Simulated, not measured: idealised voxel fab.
process module | voxel spacer lines
cross-section cut | 165 nm wide | cells 5 nm
A cross-section is a grid of square cells, given in bands from the top down. A band is one or more rows of cells.
Each band's line starts with the height of the band's top and of its bottom, in nm. Then come its materials from left to right, each with its width in nm. One material with "throughout" fills the band from edge to edge. "air" is empty space.
Height 0 is the level under which the wafer as received is all one material. The lowest band goes on downwards, as in "0 down".
A width such as "30 to 40" changes by the same amount from each row of cells to the next, from the band's top row to its bottom row.
"no change" after a step means that no cell of the cross-section changed.
closed voids: empty space of 8 cells or more with no open way to the top, each as width x height at its distance from the left edge, in nm
after a step's settings: what the simulator itself notes on the step
overlay nm, on a step with a mask: how far to the right of its planned place the mask lay; to the left if negative
plan
1 op RECEIVE | material Si
2 op CONFORMAL_DEP | material Al2O3 | thk nm 5
3 op DIRECTIONAL_DEP | material polySi | thk nm 15
4 op DIRECTIONAL_DEP | material aC | thk nm 25
5 op PATTERN | tone cover | mask id MANDREL | material resist | width nm 20 | pitch nm 60 | thk nm 30 | overlay nm 0
6 op DIRECTIONAL_ETCH | etch materials aC | depth nm 25
7 op STRIP | etch materials resist
8 op CONFORMAL_DEP | material SiO2 | thk nm 10
9 op DIRECTIONAL_ETCH | etch materials SiO2 | depth nm 10
10 op STRIP | etch materials aC
11 op DIRECTIONAL_ETCH | etch materials polySi | depth nm 15
12 op STRIP | etch materials SiO2
as received, after step 1
  0 down: Si throughout
  closed voids: none
first wafer at the end, as planned
  20 to 5: air 30 | polySi 10 | air 20 | polySi 10 | air 20 | polySi 10 | air 20 | polySi 10 | air 35
  5 to 0: Al2O3 throughout
  0 down: Si throughout
  closed voids: none
second wafer at the end: like start, like plan, one mistake
  20 to 15: Al2O3 throughout
  15 to 0: polySi throughout
  0 down: Si throughout
  closed voids: none
what went wrong: steps 2 and 3 were swapped
at the end the second wafer has, in cells: 75 more of polySi
